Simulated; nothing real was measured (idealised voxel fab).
Title: Process Module voxel ribs on slabs
Shown is cross-section cut, with a width of 275 nm and square cells of size 5 nm.
Format of a cross-section: grid, square cells. Given as bands. Order: top down. Band: one or more rows of cells. This entry defines a band. It first specifies the height of the band's top and the height of its bottom in nm, and then specifies the band's materials from left to right, stating each material with its width in nm. The word "full width" identifies a single material that fills the band from edge to edge, while the word "empty" identifies empty space. Where do heights start? At 0: under that level the wafer as delivered is made of one material only. And the lowest band has no floor; it just carries on downward, as in "0..down". When a width is written as two numbers, as in "30 to 40", the first number is the width in the top row of cells of the band and the second is the width in its bottom row, and the width changes by the same amount from each row to the next. "no alterations made", as given for a step, is the statement that not any cell of the cross-section underwent a change during that step. Under "Closed cavity list" you'll find the enclosed gaps, the ones with no way out to the top, that are 8 cells or bigger; each reads width x height at distance, with distance counted from the left edge, everything in nm. Post-settings text on a step line: simulator's own remark regarding the step. The line of a step may include "overlay nm". On a step with a mask, this value is how far to the right of its planned place the mask lay. A negative value means the mask lay to the left.
BELOW IS THE LIST OF PLANNED PROCESS STEPS
1) RECEIVE with material Si
2) DIRECTIONAL_DEP with material SiO2, thk nm 30
3) DIRECTIONAL_DEP with material SiN, thk nm 25
4) PATTERN with tone cover, mask id RIB, material resist, width nm 30, thk nm 20, overlay nm 0
5) DIRECTIONAL_ETCH with etch materials SiN, depth nm 10
6) STRIP with etch materials resist
7) DIRECTIONAL_DEP with material aC, thk nm 10
8) PATTERN with tone cover, mask id SLAB, material resist, width nm 60, thk nm 30, overlay nm 0
9) DIRECTIONAL_ETCH with etch materials aC, depth nm 10
10) STRIP with etch materials resist
11) DIRECTIONAL_ETCH with etch materials SiN, depth nm 15
12) STRIP with etch materials aC
13) FILL_DEP with material SiO2, thk nm 20
14) CMP with height nm 70
15) DIRECTIONAL_DEP with material TiN, thk nm 10
16) DIRECTIONAL_DEP with material aC, thk nm 15
17) PATTERN with tone cover, mask id HEATER, material resist, width nm 40, thk nm 35, overlay nm 0
18) DIRECTIONAL_ETCH with etch materials aC, depth nm 15
19) STRIP with etch materials resist
20) DIRECTIONAL_ETCH with etch materials TiN, depth nm 10
21) STRIP with etch materials aC
22) CONFORMAL_DEP with material SiO2, thk nm 5
CROSS-SECTION, INCOMING MATERIAL, AFTER STEP 1
    0..down | Si full width
    Closed cavity list: none
END-OF-MODULE CROSS-SECTION OF THE FIRST OF TWO WAFERS, PROCESSED AS PLANNED
    85..80 | empty: 110 | SiO2: 50 | empty: 115
    80..75 | empty: 110 | SiO2: 5 | TiN: 40 | SiO2: 5 | empty: 115
    75..70 | SiO2: 115 | TiN: 40 | SiO2: 120
    70..55 | SiO2 full width
    55..45 | SiO2: 120 | SiN: 30 | SiO2: 125
    45..30 | SiO2: 105 | SiN: 60 | SiO2: 110
    30..0 | SiO2 full width
    0..down | Si full width
    Closed cavity list: none
SO THIS IS WAFER NUMBER TWO OF THE TWO, CUT AT THE END OF THE MODULE - IT STARTED WHERE THE FIRST DID AND HAD THE SAME PLAN, WE JUST GOT ONE THING WRONG RUNNING IT
    85..80 | empty: 110 | SiO2: 50 | empty: 115
    80..75 | empty: 110 | SiO2: 5 | TiN: 40 | SiO2: 5 | empty: 115
    75..70 | SiO2: 115 | TiN: 40 | SiO2: 120
    70..55 | SiO2: 105 | SiN: 60 | SiO2: 110
    55..30 | SiN full width
    30..0 | SiO2 full width
    0..down | Si full width
    Closed cavity list: none
Misprocessing identified: plan step 3 was conducted twice
Materials where the second wafer ends with more or fewer cells than the first: 263 more of SiN; 263 fewer of SiO2
